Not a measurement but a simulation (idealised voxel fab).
A process module follows: voxel wiring stack.
Square cells of 5 nm make up the cross-section cut, whose width is 260 nm.
Each cross-section below is a grid of square cells, stated as bands in top-down order, with one or more rows of cells making up each band. Within each band entry, the heights of the top and of the bottom of the band appear first, in that order and in nm; the materials of the band then follow from left to right, each with its corresponding width in nm. The designation "all across" on a single material indicates that it fills the band from edge to edge; the designation "blank" indicates empty space. Height is counted from the level 0, under which the received wafer is composed throughout of one material. The lowest of the bands is not closed at the bottom but continues downward, in the notation "top 0, no bottom". Width spec "30->40" -> top row of cells at first value, bottom row at second value, equal per-row change in between. Take "no alterations made" at face value: in the step it is given for, the cross-section changed in none of its cells. This entry, "Voids, enclosed", enumerates those empty regions of no fewer than 8 cells that possess no open connection to the top. Each region is reported in the form width x height at distance, the distance being taken from the left edge, with all three quantities expressed in nm. Text after the settings on a step's line: the simulator's own remark on that step. Each step line may optionally specify "overlay nm", which for a step with a mask gives the rightward distance between the mask's planned place and where it lay, a negative value indicating the leftward direction.

LIST OF PLANNED PROCESS STEPS
step 1: RECEIVE, material Si
step 2: CONFORMAL_DEP, material SiO2, thk nm 10
step 3: CONFORMAL_DEP, material SiCN, thk nm 5
step 4: DIRECTIONAL_DEP, material SiO2, thk nm 25
step 5: MASKED_ETCH, tone open, mask id METAL_1, width nm 30, pitch nm 55, etch materials SiO2, depth nm 25, overlay nm 0
step 6: MASKED_ETCH, tone open, mask id METAL_1, width nm 30, pitch nm 55, etch materials SiCN, depth nm 5, overlay nm 0
step 7: CONFORMAL_DEP, material TiN, thk nm 5
step 8: FILL_DEP, material Cu, thk nm 5
step 9: CMP, height nm 40
step 10: CONFORMAL_DEP, material SiCN, thk nm 5
step 11: DIRECTIONAL_DEP, material SiO2, thk nm 35
step 12: PATTERN, tone open, mask id METAL_2_HOLES, material resist, width nm 15, pitch nm 55, thk nm 15, overlay nm 0
step 13: DIRECTIONAL_ETCH, etch materials SiO2, depth nm 35
step 14: STRIP, etch materials resist
step 15: PATTERN, tone open, mask id METAL_2, material resist, width nm 30, pitch nm 55, thk nm 20, overlay nm 0
step 16: DIRECTIONAL_ETCH, etch materials SiO2, depth nm 20
step 17: DIRECTIONAL_ETCH, etch materials SiCN, depth nm 5
step 18: STRIP, etch materials resist
step 19: CONFORMAL_DEP, material TiN, thk nm 5
step 20: FILL_DEP, material Ru, thk nm 5
step 21: CMP, height nm 80
step 22: CONFORMAL_DEP, material SiCN, thk nm 5
step 23: DIRECTIONAL_DEP, material SiO2, thk nm 25
step 24: PATTERN, tone open, mask id METAL_3, material resist, width nm 30, pitch nm 55, thk nm 15, overlay nm 0
step 25: DIRECTIONAL_ETCH, etch materials SiO2, depth nm 15
step 26: STRIP, etch materials resist
step 27: PATTERN, tone open, mask id METAL_3_HOLES, material resist, width nm 15, pitch nm 55, thk nm 20, overlay nm 0
step 28: DIRECTIONAL_ETCH, etch materials SiO2, depth nm 10
step 29: DIRECTIONAL_ETCH, etch materials SiCN, depth nm 5
step 30: STRIP, etch materials resist
step 31: CONFORMAL_DEP, material TiN, thk nm 5
step 32: FILL_DEP, material Ru, thk nm 5
step 33: CMP, height nm 110
step 34: CONFORMAL_DEP, material SiCN, thk nm 5

CROSS-SECTION OF THE WAFER AT RECEIPT, WHICH IS THE CONDITION AFTER STEP 1
    top 0, no bottom = Si all across
    Voids, enclosed: none

A WAFER AT THE END: THIS START, THIS PLAN, ONE MISTAKE
    top 115, bottom 110 = SiCN all across
    top 110, bottom 100 = 30 nm SiO2, then 5 nm TiN, then 20 nm Ru, then 5 nm TiN, then 25 nm SiO2, then 5 nm TiN, then 20 nm Ru, then 5 nm TiN, then 25 nm SiO2, then 5 nm TiN, then 20 nm Ru, then 5 nm TiN, then 25 nm SiO2, then 5 nm TiN, then 20 nm Ru, then 5 nm TiN, then 35 nm SiO2
    top 100, bottom 95 = 30 nm SiO2, then 5 nm TiN, then 5 nm Ru, then 20 nm TiN, then 25 nm SiO2, then 5 nm TiN, then 5 nm Ru, then 20 nm TiN, then 25 nm SiO2, then 5 nm TiN, then 5 nm Ru, then 20 nm TiN, then 25 nm SiO2, then 5 nm TiN, then 5 nm Ru, then 20 nm TiN, then 35 nm SiO2
    top 95, bottom 85 = 30 nm SiO2, then 5 nm TiN, then 5 nm Ru, then 5 nm TiN, then 40 nm SiO2, then 5 nm TiN, then 5 nm Ru, then 5 nm TiN, then 40 nm SiO2, then 5 nm TiN, then 5 nm Ru, then 5 nm TiN, then 40 nm SiO2, then 5 nm TiN, then 5 nm Ru, then 5 nm TiN, then 50 nm SiO2
    top 85, bottom 80 = 30 nm SiCN, then 15 nm TiN, then 40 nm SiCN, then 15 nm TiN, then 40 nm SiCN, then 15 nm TiN, then 40 nm SiCN, then 15 nm TiN, then 50 nm SiCN
    top 80, bottom 65 = 30 nm SiO2, then 5 nm TiN, then 20 nm Ru, then 5 nm TiN, then 25 nm SiO2, then 5 nm TiN, then 20 nm Ru, then 5 nm TiN, then 25 nm SiO2, then 5 nm TiN, then 20 nm Ru, then 5 nm TiN, then 25 nm SiO2, then 5 nm TiN, then 20 nm Ru, then 5 nm TiN, then 35 nm SiO2
    top 65, bottom 60 = 30 nm SiO2, then 5 nm TiN, then 5 nm Ru, then 20 nm TiN, then 25 nm SiO2, then 5 nm TiN, then 5 nm Ru, then 20 nm TiN, then 25 nm SiO2, then 5 nm TiN, then 5 nm Ru, then 20 nm TiN, then 25 nm SiO2, then 5 nm TiN, then 5 nm Ru, then 20 nm TiN, then 35 nm SiO2
    top 60, bottom 45 = 30 nm SiO2, then 5 nm TiN, then 5 nm Ru, then 5 nm TiN, then 40 nm SiO2, then 5 nm TiN, then 5 nm Ru, then 5 nm TiN, then 40 nm SiO2, then 5 nm TiN, then 5 nm Ru, then 5 nm TiN, then 40 nm SiO2, then 5 nm TiN, then 5 nm Ru, then 5 nm TiN, then 50 nm SiO2
    top 45, bottom 40 = 30 nm SiCN, then 15 nm TiN, then 40 nm SiCN, then 15 nm TiN, then 40 nm SiCN, then 15 nm TiN, then 40 nm SiCN, then 15 nm TiN, then 50 nm SiCN
    top 40, bottom 20 = 30 nm SiO2, then 5 nm TiN, then 25 nm Cu, then 5 nm TiN, then 20 nm SiO2, then 5 nm TiN, then 25 nm Cu, then 5 nm TiN, then 20 nm SiO2, then 5 nm TiN, then 25 nm Cu, then 5 nm TiN, then 20 nm SiO2, then 5 nm TiN, then 25 nm Cu, then 5 nm TiN, then 30 nm SiO2
    top 20, bottom 15 = 30 nm SiO2, then 5 nm TiN, then 20 nm Cu, then 10 nm TiN, then 20 nm SiO2, then 5 nm TiN, then 20 nm Cu, then 10 nm TiN, then 20 nm SiO2, then 5 nm TiN, then 20 nm Cu, then 10 nm TiN, then 20 nm SiO2, then 5 nm TiN, then 20 nm Cu, then 10 nm TiN, then 30 nm SiO2
    top 15, bottom 10 = 30 nm SiCN, then 30 nm TiN, then 25 nm SiCN, then 30 nm TiN, then 25 nm SiCN, then 30 nm TiN, then 25 nm SiCN, then 30 nm TiN, then 35 nm SiCN
    top 10, bottom 0 = SiO2 all across
    top 0, no bottom = Si all across
    Voids, enclosed: none
Heads up, the wafer didn't run the way we planned it: step 5 ran as: MASKED_ETCH, tone open, mask id METAL_1, width nm 35, pitch nm 55, etch materials SiO2, depth nm 25, overlay nm 0
